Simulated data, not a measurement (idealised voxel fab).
process module | voxel released beams
cross-section cut | 160 nm wide | cells 5 nm
A cross-section is a grid of square cells, given in bands from the top down. A band is one or more rows of cells.
Each band's line starts with the height of the band's top and of its bottom, in nm. Then come its materials from left to right, each with its width in nm. One material with "throughout" fills the band from edge to edge. "air" is empty space.
Height 0 is the level under which the wafer as received is all one material. The lowest band goes on downwards, as in "0 down".
A width such as "30 to 40" changes by the same amount from each row of cells to the next, from the band's top row to its bottom row.
"no change" after a step means that no cell of the cross-section changed.
closed voids: empty space of 8 cells or more with no open way to the top, each as width x height at its distance from the left edge, in nm
after a step's settings: what the simulator itself notes on the step
overlay nm, on a step with a mask: how far to the right of its planned place the mask lay; to the left if negative
plan
1 op RECEIVE | material Si
2 op CONFORMAL_DEP | material Al2O3 | thk nm 5
3 op DIRECTIONAL_DEP | material SiO2 | thk nm 20
4 op DIRECTIONAL_DEP | material aC | thk nm 15
5 op PATTERN | tone open | mask id ANCHOR | material resist | width nm 35 | thk nm 30 | overlay nm 0
6 op DIRECTIONAL_ETCH | etch materials aC | depth nm 15
7 op STRIP | etch materials resist
8 op DIRECTIONAL_ETCH | etch materials SiO2 | depth nm 20
9 op STRIP | etch materials aC
10 op CONFORMAL_DEP | material W | thk nm 10
11 op DIRECTIONAL_DEP | material aC | thk nm 10
12 op PATTERN | tone cover | mask id BEAM | material resist | width nm 100 | thk nm 30 | overlay nm 0
13 op DIRECTIONAL_ETCH | etch materials aC | depth nm 10
14 op STRIP | etch materials resist
15 op DIRECTIONAL_ETCH | etch materials W | depth nm 10
16 op STRIP | etch materials aC
17 op STRIP | etch materials SiO2
varied across the wafers: width nm of step 12. The plan shows the first wafer's value. All wafers start alike
first wafer as received, after step 1
  0 down: Si throughout
  closed voids: none
first wafer at the end, after step 17
  35 to 25: air 25 | W 10 | air 15 | W 75 | air 35
  25 to 15: air 25 | W 10 | air 15 | W 10 | air 100
  15 to 5: air 25 | W 35 | air 100
  5 to 0: Al2O3 throughout
  0 down: Si throughout
  closed voids: none
last wafer at the end
  35 to 25: air 15 | W 20 | air 15 | W 90 | air 20
  25 to 15: air 25 | W 10 | air 15 | W 10 | air 100
  15 to 5: air 25 | W 35 | air 100
  5 to 0: Al2O3 throughout
  0 down: Si throughout
  closed voids: none
each wafer at the end: cells of each material gained (+) or lost (-) since it was received, then its closed voids
width nm 100 | +32 Al2O3 | +56 W | closed voids: none
width nm 105 | +32 Al2O3 | +58 W | closed voids: none
width nm 110 | +32 Al2O3 | +60 W | closed voids: none
width nm 115 | +32 Al2O3 | +62 W | closed voids: none
width nm 120 | +32 Al2O3 | +64 W | closed voids: none
width nm 125 | +32 Al2O3 | +66 W | closed voids: none
